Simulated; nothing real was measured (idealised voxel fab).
Presented below is a process module, voxel ribs on slabs.
Pictured: cross-section cut, 225 nm wide, on a grid of 5 nm square cells.
The cross-sections in this document take the form of a grid made of square cells. They are written out as bands, in order from top to bottom. Each band consists of one or more rows of cells. Basically the band line says how high the top is and how high the bottom is, in nm, and then what's in it from left to right, every material with its width in nm. Empty space shows up as "blank", and if a single material carries "full width" it runs the full band edge to edge. Note: height 0 marks the level under which the wafer is uniformly one material as received. Lowest band unbounded below, written "0 nm and below". It should be noted that a width expressed as "30 to 40" varies in equal increments from row to row of cells within the band, taking the value of the first number at the top row and that of the second number at the bottom row. Reading "all unchanged" for a step: not a cell of the cross-section changed in it. "Closed void catalog" contains a list of empty spaces, each no smaller than 8 cells and without an open way to the top, written in the form width x height at distance with the distance from the left edge and all three in nm. Read whatever lies past the settings on a step's line as the simulator's own remark about the step. overlay nm, on a step with a mask: how far to the right of its planned place the mask lay; to the left if negative.

[List of planned process steps]
1,RECEIVE [material Si]
2,DIRECTIONAL_DEP [material SiO2] [thk nm 20]
3,DIRECTIONAL_DEP [material SiN] [thk nm 25]
4,PATTERN [tone cover] [mask id RIB] [material resist] [width nm 15] [thk nm 15] [overlay nm 0]
5,DIRECTIONAL_ETCH [etch materials SiN] [depth nm 15]
6,STRIP [etch materials resist]
7,MASKED_ETCH [tone cover] [mask id SLAB] [width nm 65] [etch materials SiN] [depth nm 10] [overlay nm 0]
8,FILL_DEP [material SiO2] [thk nm 25]
9,CMP [height nm 65]
10,DIRECTIONAL_DEP [material TiN] [thk nm 10]
11,MASKED_ETCH [tone cover] [mask id HEATER] [width nm 25] [etch materials TiN] [depth nm 10] [overlay nm 0]
12,CONFORMAL_DEP [material SiN] [thk nm 10]

[The cross-section here shows the wafer as received, i.e. in its state after step 1]
    0 nm and below  Si full width
    Closed void catalog: none

[Sectioned view, first of two wafers, at the close of the module, processed as intended in the plan]
    85 nm to 75 nm  90 of blank | 45 of SiN | 90 of blank
    75 nm to 65 nm  100 of SiN | 25 of TiN | 100 of SiN
    65 nm to 45 nm  SiO2 full width
    45 nm to 30 nm  105 of SiO2 | 15 of SiN | 105 of SiO2
    30 nm to 20 nm  80 of SiO2 | 65 of SiN | 80 of SiO2
    20 nm to 0 nm  SiO2 full width
    0 nm and below  Si full width
    Closed void catalog: none

[Cross-section of the latter of the two wafers at module completion. It had an identical start and an identical plan to the former; in running it, one mistake was made]
    85 nm to 75 nm  90 of blank | 45 of SiN | 90 of blank
    75 nm to 65 nm  100 of SiN | 25 of TiN | 100 of SiN
    65 nm to 45 nm  SiO2 full width
    45 nm to 30 nm  110 of SiO2 | 15 of SiN | 100 of SiO2
    30 nm to 20 nm  80 of SiO2 | 65 of SiN | 80 of SiO2
    20 nm to 0 nm  SiO2 full width
    0 nm and below  Si full width
    Closed void catalog: none
Deviation noted in wafer processing: step 4 was processed under conditions differing from the plan, specifically as PATTERN [tone cover] [mask id RIB] [material resist] [width nm 15] [thk nm 15] [overlay nm 5]
The two final wafers agree on how many cells each material fills and disagree on which cells those are.
